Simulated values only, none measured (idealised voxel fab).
Process module under the name voxel capacitor over wiring
The figure presents cross-section cut, which has a width of 285 nm and is divided into square cells with an edge length of 5 nm.
When this document writes out a cross-section, it uses a grid of square cells and lists it as bands, beginning at the top and moving down, with a band standing for one or more rows of cells. Basically the band line says how high the top is and how high the bottom is, in nm, and then what's in it from left to right, every material with its width in nm. Empty space shows up as "air", and if a single material carries "everywhere" it runs the full band edge to edge. Ref level 0: as-received wafer is one material below here. Bottom band extends down with no lower bound ("0 -> down"). Think of "30->40" as a width that walks from the first number to the second as you go down the band, top row to bottom row, taking equal-sized steps from row to row. You'll sometimes find "no change" written for a step, and that's the way of saying that nowhere in the cross-section did a cell change during that step. Any empty space of 8 cells or more lacking an open way to the top shows up in "Unvented voids" as width x height at distance, distance from the left edge, in nm. What comes after the settings on a step's line is commentary from the simulator itself on that step. overlay nm: step with mask; distance mask lay right of planned place; negative value = left of planned place.
The steps planned for the process are as follows
step 1: RECEIVE, material Si
step 2: CONFORMAL_DEP, material SiO2, thk nm 10
step 3: DIRECTIONAL_DEP, material TiN, thk nm 5
step 4: DIRECTIONAL_DEP, material Ru, thk nm 25
step 5: PATTERN, tone cover, mask id METAL_1, material resist, width nm 20, pitch nm 75, thk nm 20, overlay nm 0
step 6: DIRECTIONAL_ETCH, etch materials Ru, depth nm 25
step 7: DIRECTIONAL_ETCH, etch materials TiN, depth nm 5
step 8: STRIP, etch materials resist
step 9: CONFORMAL_DEP, material SiN, thk nm 5
step 10: FILL_DEP, material lowk, thk nm 5
step 11: CMP, height nm 40
step 12: CONFORMAL_DEP, material SiCN, thk nm 5
step 13: DIRECTIONAL_DEP, material SiO2, thk nm 20
step 14: DIRECTIONAL_DEP, material aC, thk nm 10
step 15: PATTERN, tone open, mask id PLUG_1, material resist, width nm 15, thk nm 30, overlay nm 0
step 16: DIRECTIONAL_ETCH, etch materials aC, depth nm 10
step 17: STRIP, etch materials resist
step 18: DIRECTIONAL_ETCH, etch materials SiO2, depth nm 20
step 19: DIRECTIONAL_ETCH, etch materials SiCN, depth nm 5
step 20: STRIP, etch materials aC
step 21: EPI, material Ru, thk nm 10
step 22: EPI, material Ru, thk nm 10
step 23: EPI, material Ru, thk nm 5
step 24: DIRECTIONAL_DEP, material TiN, thk nm 10
step 25: DIRECTIONAL_DEP, material Al2O3, thk nm 5
step 26: DIRECTIONAL_DEP, material TiN, thk nm 5
step 27: DIRECTIONAL_DEP, material aC, thk nm 15
step 28: PATTERN, tone cover, mask id UPPER_PLATE, material resist, width nm 60, thk nm 35, overlay nm 0
step 29: DIRECTIONAL_ETCH, etch materials aC, depth nm 15
step 30: STRIP, etch materials resist
step 31: DIRECTIONAL_ETCH, etch materials TiN, depth nm 5
step 32: DIRECTIONAL_ETCH, etch materials Al2O3, depth nm 5
step 33: STRIP, etch materials aC
step 34: MASKED_ETCH, tone cover, mask id LOWER_PLATE, width nm 70, etch materials TiN, depth nm 10, overlay nm 0
step 35: FILL_DEP, material SiO2, thk nm 20
step 36: CMP, height nm 100
step 37: PATTERN, tone open, mask id PLUG_2, material resist, width nm 15, thk nm 15, overlay nm 0
step 38: DIRECTIONAL_ETCH, etch materials SiO2, depth nm 15
step 39: STRIP, etch materials resist
step 40: CONFORMAL_DEP, material TiN, thk nm 5
step 41: FILL_DEP, material Cu, thk nm 5
step 42: CMP, height nm 100
step 43: CONFORMAL_DEP, material SiN, thk nm 5
Cross-section: wafer on arrival = after step 1
	0 -> down = Si everywhere
	Unvented voids: none
Cross-section, end of module. Start: as above. Plan: as above. Execution: one mistake
	105 -> 100 = SiN everywhere
	100 -> 90 = 110 nm SiO2 / 5 nm TiN / 5 nm Cu / 5 nm TiN / 160 nm SiO2
	90 -> 80 = 110->100 nm SiO2 / 15->60 nm TiN / 160->125 nm SiO2
	80 -> 75 = 100 nm SiO2 / 60 nm Al2O3 / 125 nm SiO2
	75 -> 65 = 95 nm SiO2 / 70 nm TiN / 120 nm SiO2
	65 -> 45 = 100 nm SiO2 / 15 nm Ru / 170 nm SiO2
	45 -> 40 = 100 nm SiCN / 15 nm Ru / 170 nm SiCN
	40 -> 35 = 95 nm SiN / 20 nm TiN / 55 nm SiN / 20 nm TiN / 95 nm SiN
	35 -> 10 = Ru everywhere
	10 -> 0 = SiO2 everywhere
	0 -> down = Si everywhere
	Unvented voids: none
What broke from the plan during processing? plan vs actual: 3 and 4 interchanged
